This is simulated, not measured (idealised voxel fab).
Module name: voxel self aligned vias (process module)
275 nm wide, 5 nm square cells: that's cross-section cut.
How to read a cross-section here: the picture is a grid of square cells, written as bands going from the top down, and any band can span one or more rows of cells.
Band entry format. Leading values: height of top, height of bottom, nm. Remainder: materials in left-to-right order, each with its width in nm. Special words: "throughout" on a single material, which then fills the band edge to edge; "blank", empty space.
Beneath 0, the wafer as received is one material, and that level is where height counting begins. The lowest band goes on downward without a bottom; it is written like "from 0 down".
You'd read "30 to 40" like this: the band's top row of cells is as wide as the first number, its bottom row is as wide as the second, and going down, every row changes width by the same amount as the row before did.
Key: "nothing got changed" - step with no changed cell in the cross-section.
"Closed void roster" contains a list of empty spaces, each no smaller than 8 cells and without an open way to the top, written in the form width x height at distance with the distance from the left edge and all three in nm.
What comes after the settings on a step's line is commentary from the simulator itself on that step.
overlay nm: mask right of planned place by this much (step with mask). Neg. = left.

**The process steps that were planned are listed below**
1,RECEIVE with material Si
2,CONFORMAL_DEP with material SiO2, thk nm 15
3,CONFORMAL_DEP with material SiCN, thk nm 5
4,DIRECTIONAL_DEP with material SiO2, thk nm 20
5,PATTERN with tone open, mask id LINES, material resist, width nm 20, pitch nm 55, thk nm 15, overlay nm 0
6,DIRECTIONAL_ETCH with etch materials SiO2, depth nm 20
7,STRIP with etch materials resist
8,CONFORMAL_DEP with material TiN, thk nm 5
9,FILL_DEP with material Ru, thk nm 5
10,CMP with height nm 40
11,SELECTIVE_ETCH with etch materials W Ru TiN, depth nm 10
12,FILL_DEP with material SiN, thk nm 5
13,CMP with height nm 40
14,DIRECTIONAL_DEP with material SiO2, thk nm 15
15,MASKED_ETCH with tone open, mask id VIAS, width nm 30, pitch nm 55, etch materials SiO2, depth nm 15, overlay nm 0
16,MASKED_ETCH with tone open, mask id VIAS, width nm 30, pitch nm 55, etch materials SiN, depth nm 10, overlay nm 0
17,CONFORMAL_DEP with material TiN, thk nm 5
18,FILL_DEP with material W, thk nm 5
19,CMP with height nm 55
20,CONFORMAL_DEP with material SiCN, thk nm 5

**The following pertains to the first of two wafers, which was processed as planned**

**Wafer at receipt (post step 1), cross-section**
    from 0 down = Si throughout
    Closed void roster: none

**Once step 2 is through, the wafer looks like this in cross-section**
    from 15 to 0 = SiO2 throughout
    Below 0 it's all the same as before, nothing changed down there.

**Once step 3 is through, the wafer looks like this in cross-section**
    from 20 to 15 = SiCN throughout
    Below 15 it's all the same as before, nothing changed down there.

**Once step 4 is through, the wafer looks like this in cross-section**
    from 40 to 20 = SiO2 throughout
    Below 20 it's all the same as before, nothing changed down there.

**Once step 5 is through, the wafer looks like this in cross-section**
    from 55 to 40 = resist 70, blank 20, resist 35, blank 20, resist 35, blank 20, resist 75
    Below 40 it's all the same as before, nothing changed down there.

**Once step 6 is through, the wafer looks like this in cross-section**
    from 55 to 40 = resist 70, blank 20, resist 35, blank 20, resist 35, blank 20, resist 75
    from 40 to 20 = SiO2 70, blank 20, SiO2 35, blank 20, SiO2 35, blank 20, SiO2 75
    Below 20 it's all the same as before, nothing changed down there.

**Once step 7 is through, the wafer looks like this in cross-section**
    from 40 to 20 = SiO2 70, blank 20, SiO2 35, blank 20, SiO2 35, blank 20, SiO2 75
    Below 20 it's all the same as before, nothing changed down there.

**Once step 8 is through, the wafer looks like this in cross-section**
    from 45 to 40 = TiN 75, blank 10, TiN 45, blank 10, TiN 45, blank 10, TiN 80
    from 40 to 25 = SiO2 70, TiN 5, blank 10, TiN 5, SiO2 35, TiN 5, blank 10, TiN 5, SiO2 35, TiN 5, blank 10, TiN 5, SiO2 75
    from 25 to 20 = SiO2 70, TiN 20, SiO2 35, TiN 20, SiO2 35, TiN 20, SiO2 75
    Below 20 it's all the same as before, nothing changed down there.

**Once step 9 is through, the wafer looks like this in cross-section**
    from 50 to 45 = Ru throughout
    from 45 to 40 = TiN 75, Ru 10, TiN 45, Ru 10, TiN 45, Ru 10, TiN 80
    from 40 to 25 = SiO2 70, TiN 5, Ru 10, TiN 5, SiO2 35, TiN 5, Ru 10, TiN 5, SiO2 35, TiN 5, Ru 10, TiN 5, SiO2 75
    Below 25 it's all the same as before, nothing changed down there.

**Once step 10 is through, the wafer looks like this in cross-section**
    from 40 to 25 = SiO2 70, TiN 5, Ru 10, TiN 5, SiO2 35, TiN 5, Ru 10, TiN 5, SiO2 35, TiN 5, Ru 10, TiN 5, SiO2 75
    Below 25 it's all the same as before, nothing changed down there.

**Once step 11 is through, the wafer looks like this in cross-section**
    from 40 to 30 = SiO2 70, blank 20, SiO2 35, blank 20, SiO2 35, blank 20, SiO2 75
    Below 30 it's all the same as before, nothing changed down there.

**Once step 12 is through, the wafer looks like this in cross-section**
    from 45 to 40 = SiN throughout
    from 40 to 30 = SiO2 70, SiN 20, SiO2 35, SiN 20, SiO2 35, SiN 20, SiO2 75
    Below 30 it's all the same as before, nothing changed down there.

**Once step 13 is through, the wafer looks like this in cross-section**
    from 40 to 30 = SiO2 70, SiN 20, SiO2 35, SiN 20, SiO2 35, SiN 20, SiO2 75
    Below 30 it's all the same as before, nothing changed down there.

**Once step 14 is through, the wafer looks like this in cross-section**
    from 55 to 40 = SiO2 throughout
    Below 40 it's all the same as before, nothing changed down there.

**Once step 15 is through, the wafer looks like this in cross-section**
    from 55 to 40 = SiO2 65, blank 30, SiO2 25, blank 30, SiO2 25, blank 30, SiO2 70
    Below 40 it's all the same as before, nothing changed down there.

**Once step 16 is through, the wafer looks like this in cross-section**
    from 55 to 40 = SiO2 65, blank 30, SiO2 25, blank 30, SiO2 25, blank 30, SiO2 70
    from 40 to 30 = SiO2 70, blank 20, SiO2 35, blank 20, SiO2 35, blank 20, SiO2 75
    Below 30 it's all the same as before, nothing changed down there.

**Once step 17 is through, the wafer looks like this in cross-section**
    from 60 to 55 = TiN 70, blank 20, TiN 35, blank 20, TiN 35, blank 20, TiN 75
    from 55 to 45 = SiO2 65, TiN 5, blank 20, TiN 5, SiO2 25, TiN 5, blank 20, TiN 5, SiO2 25, TiN 5, blank 20, TiN 5, SiO2 70
    from 45 to 35 = SiO2 65 to 70, TiN 10 to 5, blank 10, TiN 10 to 5, SiO2 25 to 35, TiN 10 to 5, blank 10, TiN 10 to 5, SiO2 25 to 35, TiN 10 to 5, blank 10, TiN 10 to 5, SiO2 70 to 75
    from 35 to 30 = SiO2 70, TiN 20, SiO2 35, TiN 20, SiO2 35, TiN 20, SiO2 75
    Below 30 it's all the same as before, nothing changed down there.

**Once step 18 is through, the wafer looks like this in cross-section**
    from 65 to 60 = W throughout
    from 60 to 55 = TiN 70, W 20, TiN 35, W 20, TiN 35, W 20, TiN 75
    from 55 to 45 = SiO2 65, TiN 5, W 20, TiN 5, SiO2 25, TiN 5, W 20, TiN 5, SiO2 25, TiN 5, W 20, TiN 5, SiO2 70
    from 45 to 35 = SiO2 65 to 70, TiN 10 to 5, W 10, TiN 10 to 5, SiO2 25 to 35, TiN 10 to 5, W 10, TiN 10 to 5, SiO2 25 to 35, TiN 10 to 5, W 10, TiN 10 to 5, SiO2 70 to 75
    Below 35 it's all the same as before, nothing changed down there.

**Once step 19 is through, the wafer looks like this in cross-section**
    from 55 to 45 = SiO2 65, TiN 5, W 20, TiN 5, SiO2 25, TiN 5, W 20, TiN 5, SiO2 25, TiN 5, W 20, TiN 5, SiO2 70
    Below 45 it's all the same as before, nothing changed down there.

**Once step 20 is through, the wafer looks like this in cross-section**
    from 60 to 55 = SiCN throughout
    Below 55 it's all the same as before, nothing changed down there.

**Wafer two: like wafer one in start and plan, but with one mistake in execution; identical up to and including step 14**

**X-section, second wafer, when step 15 was due to finish**
    from 55 to 40 = blank 65, SiO2 30, blank 25, SiO2 30, blank 25, SiO2 30, blank 70
    Below 40 it's all the same as before, nothing changed down there.

X-section, second wafer, when step 16 was due to finish: nothing got changed

**X-section, second wafer, when step 17 was due to finish**
    from 60 to 55 = blank 60, TiN 40, blank 15, TiN 40, blank 15, TiN 40, blank 65
    from 55 to 45 = blank 60, TiN 5, SiO2 30, TiN 5, blank 15, TiN 5, SiO2 30, TiN 5, blank 15, TiN 5, SiO2 30, TiN 5, blank 65
    from 45 to 40 = TiN 65, SiO2 30, TiN 25, SiO2 30, TiN 25, SiO2 30, TiN 70
    Below 40 it's all the same as before, nothing changed down there.

**X-section, second wafer, when step 18 was due to finish**
    from 65 to 60 = W throughout
    from 60 to 55 = W 60, TiN 40, W 15, TiN 40, W 15, TiN 40, W 65
    from 55 to 45 = W 60, TiN 5, SiO2 30, TiN 5, W 15, TiN 5, SiO2 30, TiN 5, W 15, TiN 5, SiO2 30, TiN 5, W 65
    Below 45 it's all the same as before, nothing changed down there.

**X-section, second wafer, when step 19 was due to finish**
    from 55 to 45 = W 60, TiN 5, SiO2 30, TiN 5, W 15, TiN 5, SiO2 30, TiN 5, W 15, TiN 5, SiO2 30, TiN 5, W 65
    Below 45 it's all the same as before, nothing changed down there.

**X-section, second wafer, when step 20 was due to finish**
    from 60 to 55 = SiCN throughout
    Below 55 it's all the same as before, nothing changed down there.
Error vs. plan: heads up, step 15 didn't go per plan, it actually ran as MASKED_ETCH with tone cover, mask id VIAS, width nm 30, pitch nm 55, etch materials SiO2, depth nm 15, overlay nm 0
Cell-count delta at end, second wafer over first, by material: +24 SiN, -57 SiO2, +7 TiN, +26 W
